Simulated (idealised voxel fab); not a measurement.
Module name: voxel capacitor over wiring (process module)
Square cell edge 5 nm, section width 155 nm, ID cut.
If you're reading a cross-section in this doc, picture square cells in a grid; it comes to you as bands, top ones listed first down to the bottom, and a band can be one or more rows of cells. Basically the band line says how high the top is and how high the bottom is, in nm, and then what's in it from left to right, every material with its width in nm. Empty space shows up as "empty", and if a single material carries "full width" it runs the full band edge to edge. Zero point of the height axis is 0; under it, received wafer = one material. Lowest band: continues down indefinitely, "0..down". Top row gets the first number, bottom row gets the second, and each row in between changes by the same step: that is how a band width like "30..40" works. "same as before" means the step left every cell of the cross-section as it was. Under "Trapped cavities" you'll find the enclosed gaps, the ones with no way out to the top, that are 8 cells or bigger; each reads width x height at distance, with distance counted from the left edge, everything in nm. Formally, on a step line, whatever follows the settings is a remark that the simulator itself makes on the step. overlay nm: mask right of planned place by this much (step with mask). Neg. = left. Before/after cross-section pairs, one process step each; after shown to lowest changed band; step and settings beneath. Pairs may be from different runs of this module on the same starting wafer; a pair continues from the one above only where its "Pre-step" entry says so.

Pre-step:
    100..85: SiO2 full width
    85..80: SiO2 25 nm, then SiN 75 nm, then SiO2 55 nm
    80..70: SiO2 20 nm, then TiN 85 nm, then SiO2 50 nm
    70..60: TiN full width
    60..40: SiO2 25 nm, then TiN 5 nm, then Cu 5 nm, then TiN 5 nm, then SiO2 115 nm
    40..35: SiCN 25 nm, then TiN 15 nm, then SiCN 115 nm
    35..20: lowk 15 nm, then W 25 nm, then lowk 70 nm, then W 25 nm, then lowk 20 nm
    20..15: lowk 15 nm, then TiN 25 nm, then lowk 70 nm, then TiN 25 nm, then lowk 20 nm
    15..0: SiO2 full width
    0..down: Si full width
    Trapped cavities: none

Resulting Cross-Section:
    95..85: SiO2 full width
    Under 85: no change, same as before.
    Trapped cavities: none
Step that separates the before view from the after view above: CMP with height nm 95

Pre-step: equal to the after panel directly above.

Resulting Cross-Section:
    115..95: resist 35 nm, then empty 15 nm, then resist 105 nm
    Under 95: no change, same as before.
    Trapped cavities: none
Step that separates the before view from the after view above: PATTERN with tone open, mask id PLUG_2, material resist, width nm 15, thk nm 20, overlay nm 0

Pre-step: equal to the after panel directly above.

Resulting Cross-Section:
    115..95: resist 35 nm, then empty 15 nm, then resist 105 nm
    95..85: SiO2 35 nm, then empty 15 nm, then SiO2 105 nm
    Under 85: no change, same as before.
    Trapped cavities: none
Step that separates the before view from the after view above: DIRECTIONAL_ETCH with etch materials SiO2, depth nm 10

Pre-step: equal to the after panel directly above.

Resulting Cross-Section:
    95..85: SiO2 35 nm, then empty 15 nm, then SiO2 105 nm
    Under 85: no change, same as before.
    Trapped cavities: none
Step that separates the before view from the after view above: STRIP with etch materials resist

Pre-step: equal to the after panel directly above.

Resulting Cross-Section:
    100..95: TiN 40 nm, then empty 5 nm, then TiN 110 nm
    95..90: SiO2 35 nm, then TiN 5 nm, then empty 5 nm, then TiN 5 nm, then SiO2 105 nm
    90..85: SiO2 35 nm, then TiN 15 nm, then SiO2 105 nm
    Under 85: no change, same as before.
    Trapped cavities: none
Step that separates the before view from the after view above: CONFORMAL_DEP with material TiN, thk nm 5

Pre-step: equal to the after panel directly above.

Resulting Cross-Section:
    105..100: Ru full width
    100..95: TiN 40 nm, then Ru 5 nm, then TiN 110 nm
    95..90: SiO2 35 nm, then TiN 5 nm, then Ru 5 nm, then TiN 5 nm, then SiO2 105 nm
    Under 90: no change, same as before.
    Trapped cavities: none
Step that separates the before view from the after view above: FILL_DEP with material Ru, thk nm 5

Pre-step: equal to the after panel directly above.

Resulting Cross-Section:
    95..90: SiO2 35 nm, then TiN 5 nm, then Ru 5 nm, then TiN 5 nm, then SiO2 105 nm
    Under 90: no change, same as before.
    Trapped cavities: none
Step that separates the before view from the after view above: CMP with height nm 95

Pre-step: equal to the after panel directly above.

Resulting Cross-Section:
    100..95: SiCN full width
    Under 95: no change, same as before.
    Trapped cavities: none
Step that separates the before view from the after view above: CONFORMAL_DEP with material SiCN, thk nm 5

Pre-step:
    40..35: SiCN full width
    35..20: lowk 15 nm, then W 25 nm, then lowk 70 nm, then W 25 nm, then lowk 20 nm
    20..15: lowk 15 nm, then TiN 25 nm, then lowk 70 nm, then TiN 25 nm, then lowk 20 nm
    15..0: SiO2 full width
    0..down: Si full width
    Trapped cavities: none

Resulting Cross-Section:
    50..40: SiO2 full width
    Under 40: no change, same as before.
    Trapped cavities: none
Step that separates the before view from the after view above: DIRECTIONAL_DEP with material SiO2, thk nm 10

Pre-step: equal to the after panel directly above.

Resulting Cross-Section:
    50..40: SiO2 25 nm, then empty 15 nm, then SiO2 115 nm
    Under 40: no change, same as before.
    Trapped cavities: none
Step that separates the before view from the after view above: MASKED_ETCH with tone open, mask id PLUG_1, width nm 15, etch materials SiO2, depth nm 20, overlay nm 0

Pre-step: equal to the after panel directly above.

Resulting Cross-Section:
    50..40: SiO2 25 nm, then empty 15 nm, then SiO2 115 nm
    40..35: SiCN 25 nm, then empty 15 nm, then SiCN 115 nm
    Under 35: no change, same as before.
    Trapped cavities: none
Step that separates the before view from the after view above: MASKED_ETCH with tone open, mask id PLUG_1, width nm 15, etch materials SiCN, depth nm 5, overlay nm 0

Pre-step: equal to the after panel directly above.

Resulting Cross-Section:
    55..50: TiN 30 nm, then empty 5 nm, then TiN 120 nm
    50..40: SiO2 25 nm, then TiN 5 nm, then empty 5 nm, then TiN 5 nm, then SiO2 115 nm
    40..35: SiCN 25 nm, then TiN 15 nm, then SiCN 115 nm
    Under 35: no change, same as before.
    Trapped cavities: none
Step that separates the before view from the after view above: CONFORMAL_DEP with material TiN, thk nm 5

Pre-step: equal to the after panel directly above.

Resulting Cross-Section:
    60..55: Cu full width
    55..50: TiN 30 nm, then Cu 5 nm, then TiN 120 nm
    50..40: SiO2 25 nm, then TiN 5 nm, then Cu 5 nm, then TiN 5 nm, then SiO2 115 nm
    Under 40: no change, same as before.
    Trapped cavities: none
Step that separates the before view from the after view above: FILL_DEP with material Cu, thk nm 5

Pre-step: equal to the after panel directly above.

Resulting Cross-Section:
    70..60: TiN full width
    Under 60: no change, same as before.
    Trapped cavities: none
Step that separates the before view from the after view above: DIRECTIONAL_DEP with material TiN, thk nm 10

Pre-step: equal to the after panel directly above.

Resulting Cross-Section:
    75..70: SiN full width
    Under 70: no change, same as before.
    Trapped cavities: none
Step that separates the before view from the after view above: DIRECTIONAL_DEP with material SiN, thk nm 5

Pre-step: equal to the after panel directly above.

Resulting Cross-Section:
    85..75: TiN full width
    Under 75: no change, same as before.
    Trapped cavities: none
Step that separates the before view from the after view above: DIRECTIONAL_DEP with material TiN, thk nm 10

Pre-step: equal to the after panel directly above.

Resulting Cross-Section:
    85..75: empty 25 nm, then TiN 75 nm, then empty 55 nm
    Under 75: no change, same as before.
    Trapped cavities: none
Step that separates the before view from the after view above: MASKED_ETCH with tone cover, mask id UPPER_PLATE, width nm 75, etch materials TiN, depth nm 10, overlay nm 0

Pre-step: equal to the after panel directly above.

Resulting Cross-Section:
    85..75: empty 25 nm, then TiN 75 nm, then empty 55 nm
    75..70: empty 25 nm, then SiN 75 nm, then empty 55 nm
    Under 70: no change, same as before.
    Trapped cavities: none
Step that separates the before view from the after view above: MASKED_ETCH with tone cover, mask id UPPER_PLATE, width nm 75, etch materials SiN, depth nm 5, overlay nm 0

Pre-step: equal to the after panel directly above.

Resulting Cross-Section:
    85..75: empty 25 nm, then TiN 75 nm, then empty 55 nm
    75..70: empty 25 nm, then SiN 75 nm, then empty 55 nm
    70..60: empty 20 nm, then TiN 85 nm, then empty 50 nm
    Under 60: no change, same as before.
    Trapped cavities: none
Step that separates the before view from the after view above: MASKED_ETCH with tone cover, mask id LOWER_PLATE, width nm 85, etch materials TiN, depth nm 10, overlay nm 0

Pre-step: equal to the after panel directly above.

Resulting Cross-Section:
    100..85: SiO2 full width
    85..75: SiO2 25 nm, then TiN 75 nm, then SiO2 55 nm
    75..70: SiO2 25 nm, then SiN 75 nm, then SiO2 55 nm
    70..60: SiO2 20 nm, then TiN 85 nm, then SiO2 50 nm
    Under 60: no change, same as before.
    Trapped cavities: none
Step that separates the before view from the after view above: FILL_DEP with material SiO2, thk nm 15

Pre-step: equal to the after panel directly above.

Resulting Cross-Section:
    95..85: SiO2 full width
    Under 85: no change, same as before.
    Trapped cavities: none
Step that separates the before view from the after view above: CMP with height nm 95

Pre-step: equal to the after panel directly above.

Resulting Cross-Section:
    115..95: resist 35 nm, then empty 15 nm, then resist 105 nm
    Under 95: no change, same as before.
    Trapped cavities: none
Step that separates the before view from the after view above: PATTERN with tone open, mask id PLUG_2, material resist, width nm 15, thk nm 20, overlay nm 0

Pre-step: equal to the after panel directly above.

Resulting Cross-Section:
    115..95: resist 35 nm, then empty 15 nm, then resist 105 nm
    95..85: SiO2 35 nm, then empty 15 nm, then SiO2 105 nm
    Under 85: no change, same as before.
    Trapped cavities: none
Step that separates the before view from the after view above: DIRECTIONAL_ETCH with etch materials SiO2, depth nm 10

Pre-step: equal to the after panel directly above.

Resulting Cross-Section:
    95..85: SiO2 35 nm, then empty 15 nm, then SiO2 105 nm
    Under 85: no change, same as before.
    Trapped cavities: none
Step that separates the before view from the after view above: STRIP with etch materials resist

Pre-step: equal to the after panel directly above.

Resulting Cross-Section:
    100..95: TiN 40 nm, then empty 5 nm, then TiN 110 nm
    95..90: SiO2 35 nm, then TiN 5 nm, then empty 5 nm, then TiN 5 nm, then SiO2 105 nm
    90..85: SiO2 35 nm, then TiN 15 nm, then SiO2 105 nm
    Under 85: no change, same as before.
    Trapped cavities: none
Step that separates the before view from the after view above: CONFORMAL_DEP with material TiN, thk nm 5

Pre-step: equal to the after panel directly above.

Resulting Cross-Section:
    105..100: Ru full width
    100..95: TiN 40 nm, then Ru 5 nm, then TiN 110 nm
    95..90: SiO2 35 nm, then TiN 5 nm, then Ru 5 nm, then TiN 5 nm, then SiO2 105 nm
    Under 90: no change, same as before.
    Trapped cavities: none
Step that separates the before view from the after view above: FILL_DEP with material Ru, thk nm 5

Pre-step: equal to the after panel directly above.

Resulting Cross-Section:
    95..90: SiO2 35 nm, then TiN 5 nm, then Ru 5 nm, then TiN 5 nm, then SiO2 105 nm
    Under 90: no change, same as before.
    Trapped cavities: none
Step that separates the before view from the after view above: CMP with height nm 95

Pre-step: equal to the after panel directly above.

Resulting Cross-Section:
    100..95: SiCN full width
    Under 95: no change, same as before.
    Trapped cavities: none
Step that separates the before view from the after view above: CONFORMAL_DEP with material SiCN, thk nm 5

Pre-step:
    85..75: empty 25 nm, then TiN 75 nm, then empty 55 nm
    75..70: empty 25 nm, then SiN 75 nm, then empty 55 nm
    70..60: TiN full width
    60..40: SiO2 25 nm, then TiN 5 nm, then Cu 5 nm, then TiN 5 nm, then SiO2 115 nm
    40..35: SiCN 25 nm, then TiN 15 nm, then SiCN 115 nm
    35..20: lowk 15 nm, then W 25 nm, then lowk 70 nm, then W 25 nm, then lowk 20 nm
    20..15: lowk 15 nm, then TiN 25 nm, then lowk 70 nm, then TiN 25 nm, then lowk 20 nm
    15..0: SiO2 full width
    0..down: Si full width
    Trapped cavities: none

Resulting Cross-Section:
    85..75: empty 25 nm, then TiN 75 nm, then empty 55 nm
    75..70: empty 25 nm, then SiN 75 nm, then empty 55 nm
    70..60: empty 15 nm, then TiN 95 nm, then empty 45 nm
    Under 60: no change, same as before.
    Trapped cavities: none
Step that separates the before view from the after view above: MASKED_ETCH with tone cover, mask id LOWER_PLATE, width nm 95, etch materials TiN, depth nm 10, overlay nm 0

Pre-step: equal to the after panel directly above.

Resulting Cross-Section:
    100..85: SiO2 full width
    85..75: SiO2 25 nm, then TiN 75 nm, then SiO2 55 nm
    75..70: SiO2 25 nm, then SiN 75 nm, then SiO2 55 nm
    70..60: SiO2 15 nm, then TiN 95 nm, then SiO2 45 nm
    Under 60: no change, same as before.
    Trapped cavities: none
Step that separates the before view from the after view above: FILL_DEP with material SiO2, thk nm 15

Pre-step: equal to the after panel directly above.

Resulting Cross-Section:
    95..85: SiO2 full width
    Under 85: no change, same as before.
    Trapped cavities: none
Step that separates the before view from the after view above: CMP with height nm 95

Pre-step: equal to the after panel directly above.

Resulting Cross-Section:
    115..95: resist 35 nm, then empty 15 nm, then resist 105 nm
    Under 95: no change, same as before.
    Trapped cavities: none
Step that separates the before view from the after view above: PATTERN with tone open, mask id PLUG_2, material resist, width nm 15, thk nm 20, overlay nm 0

Pre-step: equal to the after panel directly above.

Resulting Cross-Section:
    115..95: resist 35 nm, then empty 15 nm, then resist 105 nm
    95..85: SiO2 35 nm, then empty 15 nm, then SiO2 105 nm
    Under 85: no change, same as before.
    Trapped cavities: none
Step that separates the before view from the after view above: DIRECTIONAL_ETCH with etch materials SiO2, depth nm 10

Pre-step: equal to the after panel directly above.

Resulting Cross-Section:
    95..85: SiO2 35 nm, then empty 15 nm, then SiO2 105 nm
    Under 85: no change, same as before.
    Trapped cavities: none
Step that separates the before view from the after view above: STRIP with etch materials resist

Pre-step: equal to the after panel directly above.

Resulting Cross-Section:
    100..95: TiN 40 nm, then empty 5 nm, then TiN 110 nm
    95..90: SiO2 35 nm, then TiN 5 nm, then empty 5 nm, then TiN 5 nm, then SiO2 105 nm
    90..85: SiO2 35 nm, then TiN 15 nm, then SiO2 105 nm
    Under 85: no change, same as before.
    Trapped cavities: none
Step that separates the before view from the after view above: CONFORMAL_DEP with material TiN, thk nm 5

Pre-step: equal to the after panel directly above.

Resulting Cross-Section:
    105..100: Ru full width
    100..95: TiN 40 nm, then Ru 5 nm, then TiN 110 nm
    95..90: SiO2 35 nm, then TiN 5 nm, then Ru 5 nm, then TiN 5 nm, then SiO2 105 nm
    Under 90: no change, same as before.
    Trapped cavities: none
Step that separates the before view from the after view above: FILL_DEP with material Ru, thk nm 5

Pre-step: equal to the after panel directly above.

Resulting Cross-Section:
    95..90: SiO2 35 nm, then TiN 5 nm, then Ru 5 nm, then TiN 5 nm, then SiO2 105 nm
    Under 90: no change, same as before.
    Trapped cavities: none
Step that separates the before view from the after view above: CMP with height nm 95

Pre-step: equal to the after panel directly above.

Resulting Cross-Section:
    100..95: SiCN full width
    Under 95: no change, same as before.
    Trapped cavities: none
Step that separates the before view from the after view above: CONFORMAL_DEP with material SiCN, thk nm 5

Pre-step:
    60..40: SiO2 25 nm, then empty 15 nm, then SiO2 115 nm
    40..35: SiCN full width
    35..20: lowk 15 nm, then W 25 nm, then lowk 70 nm, then W 25 nm, then lowk 20 nm
    20..15: lowk 15 nm, then TiN 25 nm, then lowk 70 nm, then TiN 25 nm, then lowk 20 nm
    15..0: SiO2 full width
    0..down: Si full width
    Trapped cavities: none

Resulting Cross-Section:
    60..40: SiO2 25 nm, then empty 15 nm, then SiO2 115 nm
    40..35: SiCN 25 nm, then empty 5 nm, then SiCN 125 nm
    Under 35: no change, same as before.
    Trapped cavities: none
Step that separates the before view from the after view above: MASKED_ETCH with tone open, mask id PLUG_1, width nm 15, etch materials SiCN, depth nm 5, overlay nm -10

Pre-step: equal to the after panel directly above.

Resulting Cross-Section:
    65..60: TiN 30 nm, then empty 5 nm, then TiN 120 nm
    60..45: SiO2 25 nm, then TiN 5 nm, then empty 5 nm, then TiN 5 nm, then SiO2 115 nm
    45..40: SiO2 25 nm, then TiN 15 nm, then SiO2 115 nm
    40..35: SiCN 25 nm, then TiN 5 nm, then SiCN 125 nm
    Under 35: no change, same as before.
    Trapped cavities: none
Step that separates the before view from the after view above: CONFORMAL_DEP with material TiN, thk nm 5

Pre-step: equal to the after panel directly above.

Resulting Cross-Section:
    70..65: Cu full width
    65..60: TiN 30 nm, then Cu 5 nm, then TiN 120 nm
    60..45: SiO2 25 nm, then TiN 5 nm, then Cu 5 nm, then TiN 5 nm, then SiO2 115 nm
    Under 45: no change, same as before.
    Trapped cavities: none
Step that separates the before view from the after view above: FILL_DEP with material Cu, thk nm 5

Pre-step: equal to the after panel directly above.

Resulting Cross-Section:
    60..45: SiO2 25 nm, then TiN 5 nm, then Cu 5 nm, then TiN 5 nm, then SiO2 115 nm
    Under 45: no change, same as before.
    Trapped cavities: none
Step that separates the before view from the after view above: CMP with height nm 60

Pre-step: equal to the after panel directly above.

Resulting Cross-Section:
    70..60: TiN full width
    Under 60: no change, same as before.
    Trapped cavities: none
Step that separates the before view from the after view above: DIRECTIONAL_DEP with material TiN, thk nm 10

Pre-step: equal to the after panel directly above.

Resulting Cross-Section:
    75..70: SiN full width
    Under 70: no change, same as before.
    Trapped cavities: none
Step that separates the before view from the after view above: DIRECTIONAL_DEP with material SiN, thk nm 5

Pre-step: equal to the after panel directly above.

Resulting Cross-Section:
    85..75: TiN full width
    Under 75: no change, same as before.
    Trapped cavities: none
Step that separates the before view from the after view above: DIRECTIONAL_DEP with material TiN, thk nm 10

Pre-step: equal to the after panel directly above.

Resulting Cross-Section:
    85..75: empty 25 nm, then TiN 75 nm, then empty 55 nm
    Under 75: no change, same as before.
    Trapped cavities: none
Step that separates the before view from the after view above: MASKED_ETCH with tone cover, mask id UPPER_PLATE, width nm 75, etch materials TiN, depth nm 10, overlay nm 0

Pre-step: equal to the after panel directly above.

Resulting Cross-Section:
    85..75: empty 25 nm, then TiN 75 nm, then empty 55 nm
    75..70: empty 25 nm, then SiN 75 nm, then empty 55 nm
    Under 70: no change, same as before.
    Trapped cavities: none
Step that separates the before view from the after view above: MASKED_ETCH with tone cover, mask id UPPER_PLATE, width nm 75, etch materials SiN, depth nm 5, overlay nm 0

Pre-step: equal to the after panel directly above.

Resulting Cross-Section:
    85..75: empty 25 nm, then TiN 75 nm, then empty 55 nm
    75..70: empty 25 nm, then SiN 75 nm, then empty 55 nm
    70..60: empty 20 nm, then TiN 85 nm, then empty 50 nm
    Under 60: no change, same as before.
    Trapped cavities: none
Step that separates the before view from the after view above: MASKED_ETCH with tone cover, mask id LOWER_PLATE, width nm 85, etch materials TiN, depth nm 10, overlay nm 0

Pre-step: equal to the after panel directly above.

Resulting Cross-Section:
    100..85: SiO2 full width
    85..75: SiO2 25 nm, then TiN 75 nm, then SiO2 55 nm
    75..70: SiO2 25 nm, then SiN 75 nm, then SiO2 55 nm
    70..60: SiO2 20 nm, then TiN 85 nm, then SiO2 50 nm
    Under 60: no change, same as before.
    Trapped cavities: none
Step that separates the before view from the after view above: FILL_DEP with material SiO2, thk nm 15

Pre-step: equal to the after panel directly above.

Resulting Cross-Section:
    95..85: SiO2 full width
    Under 85: no change, same as before.
    Trapped cavities: none
Step that separates the before view from the after view above: CMP with height nm 95

Pre-step: equal to the after panel directly above.

Resulting Cross-Section:
    115..95: resist 35 nm, then empty 15 nm, then resist 105 nm
    Under 95: no change, same as before.
    Trapped cavities: none
Step that separates the before view from the after view above: PATTERN with tone open, mask id PLUG_2, material resist, width nm 15, thk nm 20, overlay nm 0

Pre-step: equal to the after panel directly above.

Resulting Cross-Section:
    115..95: resist 35 nm, then empty 15 nm, then resist 105 nm
    95..85: SiO2 35 nm, then empty 15 nm, then SiO2 105 nm
    Under 85: no change, same as before.
    Trapped cavities: none
Step that separates the before view from the after view above: DIRECTIONAL_ETCH with etch materials SiO2, depth nm 10

Pre-step: equal to the after panel directly above.

Resulting Cross-Section:
    95..85: SiO2 35 nm, then empty 15 nm, then SiO2 105 nm
    Under 85: no change, same as before.
    Trapped cavities: none
Step that separates the before view from the after view above: STRIP with etch materials resist

Pre-step: equal to the after panel directly above.

Resulting Cross-Section:
    100..95: TiN 40 nm, then empty 5 nm, then TiN 110 nm
    95..90: SiO2 35 nm, then TiN 5 nm, then empty 5 nm, then TiN 5 nm, then SiO2 105 nm
    90..85: SiO2 35 nm, then TiN 15 nm, then SiO2 105 nm
    Under 85: no change, same as before.
    Trapped cavities: none
Step that separates the before view from the after view above: CONFORMAL_DEP with material TiN, thk nm 5

Pre-step: equal to the after panel directly above.

Resulting Cross-Section:
    105..100: Ru full width
    100..95: TiN 40 nm, then Ru 5 nm, then TiN 110 nm
    95..90: SiO2 35 nm, then TiN 5 nm, then Ru 5 nm, then TiN 5 nm, then SiO2 105 nm
    Under 90: no change, same as before.
    Trapped cavities: none
Step that separates the before view from the after view above: FILL_DEP with material Ru, thk nm 5

Pre-step: equal to the after panel directly above.

Resulting Cross-Section:
    95..90: SiO2 35 nm, then TiN 5 nm, then Ru 5 nm, then TiN 5 nm, then SiO2 105 nm
    Under 90: no change, same as before.
    Trapped cavities: none
Step that separates the before view from the after view above: CMP with height nm 95

Pre-step: equal to the after panel directly above.

Resulting Cross-Section:
    100..95: SiCN full width
    Under 95: no change, same as before.
    Trapped cavities: none
Step that separates the before view from the after view above: CONFORMAL_DEP with material SiCN, thk nm 5

Pre-step:
    65..60: TiN 30 nm, then empty 5 nm, then TiN 120 nm
    60..40: SiO2 25 nm, then TiN 5 nm, then empty 5 nm, then TiN 5 nm, then SiO2 115 nm
    40..35: SiCN 25 nm, then TiN 15 nm, then SiCN 115 nm
    35..20: lowk 15 nm, then W 25 nm, then lowk 70 nm, then W 25 nm, then lowk 20 nm
    20..15: lowk 15 nm, then TiN 25 nm, then lowk 70 nm, then TiN 25 nm, then lowk 20 nm
    15..0: SiO2 full width
    0..down: Si full width
    Trapped cavities: none

Resulting Cross-Section:
    70..65: Ru full width
    65..60: TiN 30 nm, then Ru 5 nm, then TiN 120 nm
    60..40: SiO2 25 nm, then TiN 5 nm, then Ru 5 nm, then TiN 5 nm, then SiO2 115 nm
    Under 40: no change, same as before.
    Trapped cavities: none
Step that separates the before view from the after view above: FILL_DEP with material Ru, thk nm 5

Pre-step: equal to the after panel directly above.

Resulting Cross-Section:
    60..40: SiO2 25 nm, then TiN 5 nm, then Ru 5 nm, then TiN 5 nm, then SiO2 115 nm
    Under 40: no change, same as before.
    Trapped cavities: none
Step that separates the before view from the after view above: CMP with height nm 60

Pre-step: equal to the after panel directly above.

Resulting Cross-Section:
    70..60: TiN full width
    Under 60: no change, same as before.
    Trapped cavities: none
Step that separates the before view from the after view above: DIRECTIONAL_DEP with material TiN, thk nm 10

Pre-step: equal to the after panel directly above.

Resulting Cross-Section:
    75..70: SiN full width
    Under 70: no change, same as before.
    Trapped cavities: none
Step that separates the before view from the after view above: DIRECTIONAL_DEP with material SiN, thk nm 5

Pre-step: equal to the after panel directly above.

Resulting Cross-Section:
    85..75: TiN full width
    Under 75: no change, same as before.
    Trapped cavities: none
Step that separates the before view from the after view above: DIRECTIONAL_DEP with material TiN, thk nm 10

Pre-step: equal to the after panel directly above.

Resulting Cross-Section:
    85..75: empty 25 nm, then TiN 75 nm, then empty 55 nm
    Under 75: no change, same as before.
    Trapped cavities: none
Step that separates the before view from the after view above: MASKED_ETCH with tone cover, mask id UPPER_PLATE, width nm 75, etch materials TiN, depth nm 10, overlay nm 0

Pre-step: equal to the after panel directly above.

Resulting Cross-Section:
    85..75: empty 25 nm, then TiN 75 nm, then empty 55 nm
    75..70: empty 25 nm, then SiN 75 nm, then empty 55 nm
    Under 70: no change, same as before.
    Trapped cavities: none
Step that separates the before view from the after view above: MASKED_ETCH with tone cover, mask id UPPER_PLATE, width nm 75, etch materials SiN, depth nm 5, overlay nm 0

Pre-step: equal to the after panel directly above.

Resulting Cross-Section:
    85..75: empty 25 nm, then TiN 75 nm, then empty 55 nm
    75..70: empty 25 nm, then SiN 75 nm, then empty 55 nm
    70..60: empty 20 nm, then TiN 85 nm, then empty 50 nm
    Under 60: no change, same as before.
    Trapped cavities: none
Step that separates the before view from the after view above: MASKED_ETCH with tone cover, mask id LOWER_PLATE, width nm 85, etch materials TiN, depth nm 10, overlay nm 0

Pre-step: equal to the after panel directly above.

Resulting Cross-Section:
    100..85: SiO2 full width
    85..75: SiO2 25 nm, then TiN 75 nm, then SiO2 55 nm
    75..70: SiO2 25 nm, then SiN 75 nm, then SiO2 55 nm
    70..60: SiO2 20 nm, then TiN 85 nm, then SiO2 50 nm
    Under 60: no change, same as before.
    Trapped cavities: none
Step that separates the before view from the after view above: FILL_DEP with material SiO2, thk nm 15

Pre-step: equal to the after panel directly above.

Resulting Cross-Section:
    95..85: SiO2 full width
    Under 85: no change, same as before.
    Trapped cavities: none
Step that separates the before view from the after view above: CMP with height nm 95

Pre-step: equal to the after panel directly above.

Resulting Cross-Section:
    115..95: resist 35 nm, then empty 15 nm, then resist 105 nm
    Under 95: no change, same as before.
    Trapped cavities: none
Step that separates the before view from the after view above: PATTERN with tone open, mask id PLUG_2, material resist, width nm 15, thk nm 20, overlay nm 0

Pre-step: equal to the after panel directly above.

Resulting Cross-Section:
    115..95: resist 35 nm, then empty 15 nm, then resist 105 nm
    95..85: SiO2 35 nm, then empty 15 nm, then SiO2 105 nm
    Under 85: no change, same as before.
    Trapped cavities: none
Step that separates the before view from the after view above: DIRECTIONAL_ETCH with etch materials SiO2, depth nm 10

Pre-step: equal to the after panel directly above.

Resulting Cross-Section:
    95..85: SiO2 35 nm, then empty 15 nm, then SiO2 105 nm
    Under 85: no change, same as before.
    Trapped cavities: none
Step that separates the before view from the after view above: STRIP with etch materials resist

Pre-step: equal to the after panel directly above.

Resulting Cross-Section:
    100..95: TiN 40 nm, then empty 5 nm, then TiN 110 nm
    95..90: SiO2 35 nm, then TiN 5 nm, then empty 5 nm, then TiN 5 nm, then SiO2 105 nm
    90..85: SiO2 35 nm, then TiN 15 nm, then SiO2 105 nm
    Under 85: no change, same as before.
    Trapped cavities: none
Step that separates the before view from the after view above: CONFORMAL_DEP with material TiN, thk nm 5

Pre-step: equal to the after panel directly above.

Resulting Cross-Section:
    105..100: Ru full width
    100..95: TiN 40 nm, then Ru 5 nm, then TiN 110 nm
    95..90: SiO2 35 nm, then TiN 5 nm, then Ru 5 nm, then TiN 5 nm, then SiO2 105 nm
    Under 90: no change, same as before.
    Trapped cavities: none
Step that separates the before view from the after view above: FILL_DEP with material Ru, thk nm 5

Pre-step: equal to the after panel directly above.

Resulting Cross-Section:
    95..90: SiO2 35 nm, then TiN 5 nm, then Ru 5 nm, then TiN 5 nm, then SiO2 105 nm
    Under 90: no change, same as before.
    Trapped cavities: none
Step that separates the before view from the after view above: CMP with height nm 95

Pre-step: equal to the after panel directly above.

Resulting Cross-Section:
    100..95: SiCN full width
    Under 95: no change, same as before.
    Trapped cavities: none
Step that separates the before view from the after view above: CONFORMAL_DEP with material SiCN, thk nm 5

Pre-step:
    60..40: SiO2 full width
    40..35: SiCN full width
    35..20: lowk 15 nm, then W 25 nm, then lowk 70 nm, then W 25 nm, then lowk 20 nm
    20..15: lowk 15 nm, then TiN 25 nm, then lowk 70 nm, then TiN 25 nm, then lowk 20 nm
    15..0: SiO2 full width
    0..down: Si full width
    Trapped cavities: none

Resulting Cross-Section:
    60..40: empty 25 nm, then SiO2 15 nm, then empty 115 nm
    Under 40: no change, same as before.
    Trapped cavities: none
Step that separates the before view from the after view above: MASKED_ETCH with tone cover, mask id PLUG_1, width nm 15, etch materials SiO2, depth nm 20, overlay nm 0

Pre-step: equal to the after panel directly above.

Resulting Cross-Section:
    65..60: empty 20 nm, then TiN 25 nm, then empty 110 nm
    60..45: empty 20 nm, then TiN 5 nm, then SiO2 15 nm, then TiN 5 nm, then empty 110 nm
    45..40: TiN 25 nm, then SiO2 15 nm, then TiN 115 nm
    Under 40: no change, same as before.
    Trapped cavities: none
Step that separates the before view from the after view above: CONFORMAL_DEP with material TiN, thk nm 5

Pre-step: equal to the after panel directly above.

Resulting Cross-Section:
    70..65: Cu full width
    65..60: Cu 20 nm, then TiN 25 nm, then Cu 110 nm
    60..45: Cu 20 nm, then TiN 5 nm, then SiO2 15 nm, then TiN 5 nm, then Cu 110 nm
    Under 45: no change, same as before.
    Trapped cavities: none
Step that separates the before view from the after view above: FILL_DEP with material Cu, thk nm 5

Pre-step: equal to the after panel directly above.

Resulting Cross-Section:
    60..45: Cu 20 nm, then TiN 5 nm, then SiO2 15 nm, then TiN 5 nm, then Cu 110 nm
    Under 45: no change, same as before.
    Trapped cavities: none
Step that separates the before view from the after view above: CMP with height nm 60

Pre-step: equal to the after panel directly above.

Resulting Cross-Section:
    70..60: TiN full width
    Under 60: no change, same as before.
    Trapped cavities: none
Step that separates the before view from the after view above: DIRECTIONAL_DEP with material TiN, thk nm 10

Pre-step: equal to the after panel directly above.

Resulting Cross-Section:
    75..70: SiN full width
    Under 70: no change, same as before.
    Trapped cavities: none
Step that separates the before view from the after view above: DIRECTIONAL_DEP with material SiN, thk nm 5

Pre-step: equal to the after panel directly above.

Resulting Cross-Section:
    85..75: TiN full width
    Under 75: no change, same as before.
    Trapped cavities: none
Step that separates the before view from the after view above: DIRECTIONAL_DEP with material TiN, thk nm 10

Pre-step: equal to the after panel directly above.

Resulting Cross-Section:
    85..75: empty 25 nm, then TiN 75 nm, then empty 55 nm
    Under 75: no change, same as before.
    Trapped cavities: none
Step that separates the before view from the after view above: MASKED_ETCH with tone cover, mask id UPPER_PLATE, width nm 75, etch materials TiN, depth nm 10, overlay nm 0

Pre-step: equal to the after panel directly above.

Resulting Cross-Section:
    85..75: empty 25 nm, then TiN 75 nm, then empty 55 nm
    75..70: empty 25 nm, then SiN 75 nm, then empty 55 nm
    Under 70: no change, same as before.
    Trapped cavities: none
Step that separates the before view from the after view above: MASKED_ETCH with tone cover, mask id UPPER_PLATE, width nm 75, etch materials SiN, depth nm 5, overlay nm 0

Pre-step: equal to the after panel directly above.

Resulting Cross-Section:
    85..75: empty 25 nm, then TiN 75 nm, then empty 55 nm
    75..70: empty 25 nm, then SiN 75 nm, then empty 55 nm
    70..60: empty 20 nm, then TiN 85 nm, then empty 50 nm
    Under 60: no change, same as before.
    Trapped cavities: none
Step that separates the before view from the after view above: MASKED_ETCH with tone cover, mask id LOWER_PLATE, width nm 85, etch materials TiN, depth nm 10, overlay nm 0

Pre-step: equal to the after panel directly above.

Resulting Cross-Section:
    100..85: SiO2 full width
    85..75: SiO2 25 nm, then TiN 75 nm, then SiO2 55 nm
    75..70: SiO2 25 nm, then SiN 75 nm, then SiO2 55 nm
    70..60: SiO2 20 nm, then TiN 85 nm, then SiO2 50 nm
    Under 60: no change, same as before.
    Trapped cavities: none
Step that separates the before view from the after view above: FILL_DEP with material SiO2, thk nm 15
